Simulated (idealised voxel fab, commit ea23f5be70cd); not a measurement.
process module | voxel spacer lines
cross-section cut | 250 nm wide | cells 5 nm
A cross-section is a grid of square cells, given in bands from the top down. A band is one or more rows of cells.
Each band's line starts with the height of the band's top and of its bottom, in nm. Then come its materials from left to right, each with its width in nm. One material with "throughout" fills the band from edge to edge. "air" is empty space.
Height 0 is the level under which the wafer as received is all one material. The lowest band goes on downwards, as in "0 down".
A width such as "30 to 40" changes by the same amount from each row of cells to the next, from the band's top row to its bottom row.
"no change" after a step means that no cell of the cross-section changed.
closed voids: empty space of 8 cells or more with no open way to the top, each as width x height at its distance from the left edge, in nm
after a step's settings: what the simulator itself notes on the step
overlay nm, on a step with a mask: how far to the right of its planned place the mask lay; to the left if negative
plan
1 op RECEIVE | material Si
2 op CONFORMAL_DEP | material Al2O3 | thk nm 5
3 op DIRECTIONAL_DEP | material SiN | thk nm 15
4 op DIRECTIONAL_DEP | material aC | thk nm 30
5 op PATTERN | tone cover | mask id MANDREL | material resist | width nm 25 | pitch nm 70 | thk nm 35 | overlay nm 0
6 op DIRECTIONAL_ETCH | etch materials aC | depth nm 30
7 op STRIP | etch materials resist
8 op CONFORMAL_DEP | material SiO2 | thk nm 10
9 op DIRECTIONAL_ETCH | etch materials SiO2 | depth nm 10
10 op STRIP | etch materials aC
11 op DIRECTIONAL_ETCH | etch materials SiN | depth nm 15
12 op STRIP | etch materials SiO2
as received, after step 1
  0 down: Si throughout
  closed voids: none
a wafer at the end: this start, this plan, one mistake
  35 to 20: air 30 | SiN 10 | air 25 | SiN 10 | air 25 | SiN 10 | air 25 | SiN 10 | air 25 | SiN 10 | air 25 | SiN 10 | air 35
  20 to 5: SiN throughout
  5 to 0: Al2O3 throughout
  0 down: Si throughout
  closed voids: none
what went wrong: step 3 was run twice
